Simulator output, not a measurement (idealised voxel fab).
Process module in this document: voxel released beams
Cross-sectional view cut (width: 195 nm; square cell size: 5 nm).
A cross-section in this document is a grid of square cells, and it is written down as bands, the top band listed before the ones below it; a band is made up of one or more rows of cells. This entry defines a band. It first specifies the height of the band's top and the height of its bottom in nm, and then specifies the band's materials from left to right, stating each material with its width in nm. The word "everywhere" identifies a single material that fills the band from edge to edge, while the word "air" identifies empty space. Heights from 0 (as-received wafer is one material below). Bottom band endless downward, as "z 0 and below". You'd read "30..40" like this: the band's top row of cells is as wide as the first number, its bottom row is as wide as the second, and going down, every row changes width by the same amount as the row before did. "nothing was modified" (step): cross-section cells unchanged, all of them. So "closed voids" is basically the list of trapped voids: any empty space of 8 cells or more that can't reach the top through an opening. They're written width x height at distance, the distance being from the left edge, and it's all nm. Note: text after step settings on the step line = simulator remark on that step. overlay nm: how far to the right of its planned place the mask lay on this masked step (negative: to the left).
Process steps foreseen in the plan
1. RECEIVE,material Si
2. CONFORMAL_DEP,material Al2O3,thk nm 10
3. DIRECTIONAL_DEP,material SiO2,thk nm 20
4. MASKED_ETCH,tone open,mask id ANCHOR,width nm 35,etch materials SiO2,depth nm 20,overlay nm 0
5. CONFORMAL_DEP,material SiN,thk nm 15
6. PATTERN,tone cover,mask id BEAM,material resist,width nm 100,thk nm 15,overlay nm 0
7. DIRECTIONAL_ETCH,etch materials SiN,depth nm 15
8. STRIP,etch materials resist
9. STRIP,etch materials SiO2
Received-state cross-section, reflecting completion of step 1
z 0 and below  Si everywhere
closed voids: none
Post-module cross-section of the first of two wafers (run per plan)
z 45 to 30  air=45  SiN=20  air=5  SiN=75  air=50
z 30 to 25  air=50  SiN=15  air=5  SiN=15  air=110
z 25 to 10  air=50  SiN=35  air=110
z 10 to 0  Al2O3 everywhere
z 0 and below  Si everywhere
closed voids: none
Second wafer through the module, sectioned at the end: same beginning and same plan as the first wafer, with one mistake in carrying it out
z 25 to 10  air=45  SiN=100  air=50
z 10 to 0  Al2O3 everywhere
z 0 and below  Si everywhere
closed voids: none
What was done differently from what was planned? plan step 3 was not performed, having been skipped
Materials where the second wafer ends with more or fewer cells than the first: 24 fewer of SiN
